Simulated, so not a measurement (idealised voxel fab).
process module | voxel air gaps
cross-section cut | 170 nm wide | cells 5 nm
A cross-section is a grid of square cells, given in bands from the top down. A band is one or more rows of cells.
Each band's line starts with the height of the band's top and of its bottom, in nm. Then come its materials from left to right, each with its width in nm. One material with "throughout" fills the band from edge to edge. "air" is empty space.
Height 0 is the level under which the wafer as received is all one material. The lowest band goes on downwards, as in "0 down".
A width such as "30 to 40" changes by the same amount from each row of cells to the next, from the band's top row to its bottom row.
"no change" after a step means that no cell of the cross-section changed.
closed voids: empty space of 8 cells or more with no open way to the top, each as width x height at its distance from the left edge, in nm
after a step's settings: what the simulator itself notes on the step
overlay nm, on a step with a mask: how far to the right of its planned place the mask lay; to the left if negative
plan
1 op RECEIVE | material Si
2 op CONFORMAL_DEP | material SiO2 | thk nm 10
3 op CONFORMAL_DEP | material SiN | thk nm 5
4 op DIRECTIONAL_DEP | material SiO2 | thk nm 40
5 op PATTERN | tone open | mask id LINES | material resist | width nm 25 | pitch nm 50 | thk nm 20 | overlay nm 0
6 op DIRECTIONAL_ETCH | etch materials SiO2 | depth nm 40
7 op STRIP | etch materials resist
8 op CONFORMAL_DEP | material TiN | thk nm 5
9 op FILL_DEP | material Cu | thk nm 5
10 op CMP | height nm 55
11 op EPI | material Ru | thk nm 10
12 op SELECTIVE_ETCH | etch materials SiO2 | depth nm 50
13 op CONFORMAL_DEP | material SiN | thk nm 5
first wafer, as planned
as received, after step 1
  0 down: Si throughout
  closed voids: none
after step 2
  10 to 0: SiO2 throughout
  below 0: unchanged
after step 3
  15 to 10: SiN throughout
  below 10: unchanged
after step 4
  55 to 15: SiO2 throughout
  below 15: unchanged
after step 5
  75 to 55: resist 20 | air 25 | resist 25 | air 25 | resist 25 | air 25 | resist 25
  below 55: unchanged
after step 6
  75 to 55: resist 20 | air 25 | resist 25 | air 25 | resist 25 | air 25 | resist 25
  55 to 15: SiO2 20 | air 25 | SiO2 25 | air 25 | SiO2 25 | air 25 | SiO2 25
  below 15: unchanged
after step 7
  55 to 15: SiO2 20 | air 25 | SiO2 25 | air 25 | SiO2 25 | air 25 | SiO2 25
  below 15: unchanged
after step 8
  60 to 55: TiN 25 | air 15 | TiN 35 | air 15 | TiN 35 | air 15 | TiN 30
  55 to 20: SiO2 20 | TiN 5 | air 15 | TiN 5 | SiO2 25 | TiN 5 | air 15 | TiN 5 | SiO2 25 | TiN 5 | air 15 | TiN 5 | SiO2 25
  20 to 15: SiO2 20 | TiN 25 | SiO2 25 | TiN 25 | SiO2 25 | TiN 25 | SiO2 25
  below 15: unchanged
after step 9
  65 to 60: Cu throughout
  60 to 55: TiN 25 | Cu 15 | TiN 35 | Cu 15 | TiN 35 | Cu 15 | TiN 30
  55 to 20: SiO2 20 | TiN 5 | Cu 15 | TiN 5 | SiO2 25 | TiN 5 | Cu 15 | TiN 5 | SiO2 25 | TiN 5 | Cu 15 | TiN 5 | SiO2 25
  below 20: unchanged
after step 10
  55 to 20: SiO2 20 | TiN 5 | Cu 15 | TiN 5 | SiO2 25 | TiN 5 | Cu 15 | TiN 5 | SiO2 25 | TiN 5 | Cu 15 | TiN 5 | SiO2 25
  below 20: unchanged
after step 11
  65 to 55: air 10 | Ru 45 | air 5 | Ru 45 | air 5 | Ru 45 | air 15
  below 55: unchanged
after step 12
  65 to 55: air 10 | Ru 45 | air 5 | Ru 45 | air 5 | Ru 45 | air 15
  55 to 20: air 20 | TiN 5 | Cu 15 | TiN 5 | air 25 | TiN 5 | Cu 15 | TiN 5 | air 25 | TiN 5 | Cu 15 | TiN 5 | air 25
  20 to 15: air 20 | TiN 25 | air 25 | TiN 25 | air 25 | TiN 25 | air 25
  below 15: unchanged
after step 13
  70 to 65: air 5 | SiN 155 | air 10
  65 to 55: air 5 | SiN 5 | Ru 45 | SiN 5 | Ru 45 | SiN 5 | Ru 45 | SiN 5 | air 10
  55 to 50: air 5 | SiN 15 | TiN 5 | Cu 15 | TiN 5 | SiN 25 | TiN 5 | Cu 15 | TiN 5 | SiN 25 | TiN 5 | Cu 15 | TiN 5 | SiN 15 | air 10
  50 to 20: air 15 | SiN 5 | TiN 5 | Cu 15 | TiN 5 | SiN 5 | air 15 | SiN 5 | TiN 5 | Cu 15 | TiN 5 | SiN 5 | air 15 | SiN 5 | TiN 5 | Cu 15 | TiN 5 | SiN 5 | air 20
  20 to 15: SiN 20 | TiN 25 | SiN 25 | TiN 25 | SiN 25 | TiN 25 | SiN 25
  below 15: unchanged
  closed voids: 15 x 30 at 50; 15 x 30 at 100
second wafer: like start, like plan, one mistake. Through step 4 it matches the first wafer
when step 5 should have ended
  75 to 55: resist 25 | air 25 | resist 25 | air 25 | resist 25 | air 25 | resist 20
  below 55: unchanged
when step 6 should have ended
  75 to 55: resist 25 | air 25 | resist 25 | air 25 | resist 25 | air 25 | resist 20
  55 to 15: SiO2 25 | air 25 | SiO2 25 | air 25 | SiO2 25 | air 25 | SiO2 20
  below 15: unchanged
when step 7 should have ended
  55 to 15: SiO2 25 | air 25 | SiO2 25 | air 25 | SiO2 25 | air 25 | SiO2 20
  below 15: unchanged
when step 8 should have ended
  60 to 55: TiN 30 | air 15 | TiN 35 | air 15 | TiN 35 | air 15 | TiN 25
  55 to 20: SiO2 25 | TiN 5 | air 15 | TiN 5 | SiO2 25 | TiN 5 | air 15 | TiN 5 | SiO2 25 | TiN 5 | air 15 | TiN 5 | SiO2 20
  20 to 15: SiO2 25 | TiN 25 | SiO2 25 | TiN 25 | SiO2 25 | TiN 25 | SiO2 20
  below 15: unchanged
when step 9 should have ended
  65 to 60: Cu throughout
  60 to 55: TiN 30 | Cu 15 | TiN 35 | Cu 15 | TiN 35 | Cu 15 | TiN 25
  55 to 20: SiO2 25 | TiN 5 | Cu 15 | TiN 5 | SiO2 25 | TiN 5 | Cu 15 | TiN 5 | SiO2 25 | TiN 5 | Cu 15 | TiN 5 | SiO2 20
  below 20: unchanged
when step 10 should have ended
  55 to 20: SiO2 25 | TiN 5 | Cu 15 | TiN 5 | SiO2 25 | TiN 5 | Cu 15 | TiN 5 | SiO2 25 | TiN 5 | Cu 15 | TiN 5 | SiO2 20
  below 20: unchanged
when step 11 should have ended
  65 to 55: air 15 | Ru 45 | air 5 | Ru 45 | air 5 | Ru 45 | air 10
  below 55: unchanged
when step 12 should have ended
  65 to 55: air 15 | Ru 45 | air 5 | Ru 45 | air 5 | Ru 45 | air 10
  55 to 20: air 25 | TiN 5 | Cu 15 | TiN 5 | air 25 | TiN 5 | Cu 15 | TiN 5 | air 25 | TiN 5 | Cu 15 | TiN 5 | air 20
  20 to 15: air 25 | TiN 25 | air 25 | TiN 25 | air 25 | TiN 25 | air 20
  below 15: unchanged
when step 13 should have ended
  70 to 65: air 10 | SiN 155 | air 5
  65 to 55: air 10 | SiN 5 | Ru 45 | SiN 5 | Ru 45 | SiN 5 | Ru 45 | SiN 5 | air 5
  55 to 50: air 10 | SiN 15 | TiN 5 | Cu 15 | TiN 5 | SiN 25 | TiN 5 | Cu 15 | TiN 5 | SiN 25 | TiN 5 | Cu 15 | TiN 5 | SiN 15 | air 5
  50 to 20: air 20 | SiN 5 | TiN 5 | Cu 15 | TiN 5 | SiN 5 | air 15 | SiN 5 | TiN 5 | Cu 15 | TiN 5 | SiN 5 | air 15 | SiN 5 | TiN 5 | Cu 15 | TiN 5 | SiN 5 | air 15
  20 to 15: SiN 25 | TiN 25 | SiN 25 | TiN 25 | SiN 25 | TiN 25 | SiN 20
  below 15: unchanged
  closed voids: 15 x 30 at 55; 15 x 30 at 105
what went wrong: step 5 ran as: op PATTERN | tone open | mask id LINES | material resist | width nm 25 | pitch nm 50 | thk nm 20 | overlay nm 5
at the end the second wafer has, in cells: as many of each material as the first, in other places
